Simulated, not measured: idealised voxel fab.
The name of this process module is voxel quadruple lines.
The cross-section shown here is cut; it is 160 nm wide and divided into square cells measuring 5 nm on a side.
In this document a cross-section is written as a grid of square cells. It is given as a series of bands, listed from the top down, and a band is one or more rows of cells. First you get the band's top height and its bottom height, in nm, and then the materials it's made of, left to right, with each width in nm. If you see a single material with "throughout", that one covers the band edge to edge. "air" is empty space. Where do heights start? At 0: under that level the wafer as delivered is made of one material only. And the lowest band has no floor; it just carries on downward, as in "from 0 down". A two-number width, for instance "30 to 40", indicates that the width is equal to the first number in the top row of the band and to the second number in the bottom row, and that it changes by a constant amount per row of cells. "all unchanged" -> step changed no cross-section cell. Each empty space that has no open way to the top and spans at least 8 cells appears under "Enclosed void catalog" as width x height at distance, the distance counted from the left edge, all in nm. Text after the settings on a step's line: the simulator's own remark on that step. overlay nm: for a step with a mask, the amount by which the mask lay right of where it was planned; a negative amount means left of it.
Planned step list for the process:
1: RECEIVE | material Si
2: CONFORMAL_DEP | material Al2O3 | thk nm 5
3: DIRECTIONAL_DEP | material W | thk nm 10
4: DIRECTIONAL_DEP | material polySi | thk nm 20
5: DIRECTIONAL_DEP | material aC | thk nm 20
6: PATTERN | tone cover | mask id MANDREL | material resist | width nm 20 | pitch nm 60 | thk nm 25 | overlay nm 0
7: DIRECTIONAL_ETCH | etch materials aC | depth nm 20
8: STRIP | etch materials resist
9: CONFORMAL_DEP | material SiO2 | thk nm 10
10: DIRECTIONAL_ETCH | etch materials SiO2 | depth nm 10
11: STRIP | etch materials aC
12: DIRECTIONAL_ETCH | etch materials polySi | depth nm 20
13: STRIP | etch materials SiO2
14: CONFORMAL_DEP | material SiN | thk nm 5
15: DIRECTIONAL_ETCH | etch materials SiN | depth nm 5
16: STRIP | etch materials polySi
17: DIRECTIONAL_ETCH | etch materials W | depth nm 10
18: STRIP | etch materials SiN
So this is the incoming wafer in cross-section - it's already been through step 1:
	from 0 down | Si throughout
	Enclosed void catalog: none
Wafer cross-section at end of module: start and plan as shown above, one execution error:
	from 15 to 5 | 20 air; 5 W; 10 air; 5 W; 20 air; 5 W; 10 air; 10 W; 10 air; 5 W; 20 air; 5 W; 10 air; 5 W; 20 air
	from 5 to 0 | Al2O3 throughout
	from 0 down | Si throughout
	Enclosed void catalog: none
So what did we get wrong on this run? it should be noted that step 6 was executed with settings other than those planned, the operation and settings actually applied being PATTERN | tone cover | mask id MANDREL | material resist | width nm 30 | pitch nm 60 | thk nm 25 | overlay nm 0
